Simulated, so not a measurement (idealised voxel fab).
Process module, titled voxel lift off
This is section cut - it's 245 nm across, gridded in 5 nm square cells.
Cross-section = grid of square cells, listed top down in bands; band = one or more rows.
What a band's entry tells you: where the top is and where the bottom is, as heights in nm, and after that what lies inside, material by material from left to right, each with its width in nm. Empty space is written as the word "blank", and a single material marked with the word "all across" occupies the band from edge to edge.
Convention: height 0 is the level below which the wafer, as received, is all one material. The lowest band does not terminate at the bottom but continues downward, represented as "top 0, no bottom".
A width given as "30..40" starts at the first number in the band's top row and ends at the second number in its bottom row, shifting by an equal amount at every step from row to row.
"identical to before" -> step changed no cross-section cell.
You'll see "Sealed voids" listing empty spaces that have no way open to the top, as long as they're 8 cells or more; the notation is width x height at distance, where the distance is from the left edge, and all of it is in nm.
That trailing text on a step's line, after the settings, is the simulator's own remark on the step.
A step's line can hold "overlay nm"; with a mask on that step, the setting says how far right of the planned place the mask lay, while a negative setting says it lay to the left.

The planned process steps are enumerated hereunder
1 op RECEIVE | material Si
2 op CONFORMAL_DEP | material SiO2 | thk nm 5
3 op PATTERN | tone open | mask id LINES | material resist | width nm 30 | pitch nm 55 | thk nm 20 | overlay nm 0
4 op DIRECTIONAL_DEP | material Ru | thk nm 10
5 op STRIP | etch materials resist
6 op CONFORMAL_DEP | material SiO2 | thk nm 5

First of two wafers - as planned

Here's what the wafer looked like in cross-section when it arrived - that's after step 1
> top 0, no bottom  Si all across
> Sealed voids: none

Once step 2 is through, the wafer looks like this in cross-section
> top 5, bottom 0  SiO2 all across
> Rest of section, below 0: as before.

Once step 3 is through, the wafer looks like this in cross-section
> top 25, bottom 5  resist 80 nm; blank 30 nm; resist 25 nm; blank 30 nm; resist 80 nm
> Rest of section, below 5: as before.

Once step 4 is through, the wafer looks like this in cross-section
> top 35, bottom 25  Ru 80 nm; blank 30 nm; Ru 25 nm; blank 30 nm; Ru 80 nm
> top 25, bottom 15  resist 80 nm; blank 30 nm; resist 25 nm; blank 30 nm; resist 80 nm
> top 15, bottom 5  resist 80 nm; Ru 30 nm; resist 25 nm; Ru 30 nm; resist 80 nm
> Rest of section, below 5: as before.

Once step 5 is through, the wafer looks like this in cross-section
> top 15, bottom 5  blank 80 nm; Ru 30 nm; blank 25 nm; Ru 30 nm; blank 80 nm
> Rest of section, below 5: as before.

Once step 6 is through, the wafer looks like this in cross-section
> top 20, bottom 15  blank 75 nm; SiO2 40 nm; blank 15 nm; SiO2 40 nm; blank 75 nm
> top 15, bottom 10  blank 75 nm; SiO2 5 nm; Ru 30 nm; SiO2 5 nm; blank 15 nm; SiO2 5 nm; Ru 30 nm; SiO2 5 nm; blank 75 nm
> top 10, bottom 5  SiO2 80 nm; Ru 30 nm; SiO2 25 nm; Ru 30 nm; SiO2 80 nm
> Rest of section, below 5: as before.

The second wafer began exactly as the first did and followed the same plan, but one mistake was made while running it; through step 2 inclusive, the two wafers are identical

Cross-section: second wafer, time at which step 3 was scheduled to end
> top 25, bottom 5  resist 80 nm; blank 35 nm; resist 20 nm; blank 35 nm; resist 75 nm
> Rest of section, below 5: as before.

Cross-section: second wafer, time at which step 4 was scheduled to end
> top 35, bottom 25  Ru 80 nm; blank 35 nm; Ru 20 nm; blank 35 nm; Ru 75 nm
> top 25, bottom 15  resist 80 nm; blank 35 nm; resist 20 nm; blank 35 nm; resist 75 nm
> top 15, bottom 5  resist 80 nm; Ru 35 nm; resist 20 nm; Ru 35 nm; resist 75 nm
> Rest of section, below 5: as before.

Cross-section: second wafer, time at which step 5 was scheduled to end
> top 15, bottom 5  blank 80 nm; Ru 35 nm; blank 20 nm; Ru 35 nm; blank 75 nm
> Rest of section, below 5: as before.

Cross-section: second wafer, time at which step 6 was scheduled to end
> top 20, bottom 15  blank 75 nm; SiO2 45 nm; blank 10 nm; SiO2 45 nm; blank 70 nm
> top 15, bottom 10  blank 75 nm; SiO2 5 nm; Ru 35 nm; SiO2 5 nm; blank 10 nm; SiO2 5 nm; Ru 35 nm; SiO2 5 nm; blank 70 nm
> top 10, bottom 5  SiO2 80 nm; Ru 35 nm; SiO2 20 nm; Ru 35 nm; SiO2 75 nm
> Rest of section, below 5: as before.
So what did we get wrong on this run? step 3 deviated from plan and actually ran as op PATTERN | tone open | mask id LINES | material resist | width nm 35 | pitch nm 55 | thk nm 20 | overlay nm 0
Once processing is complete, comparing cell counts shows that the second wafer has more or fewer of certain materials than the first: 4 more of Ru
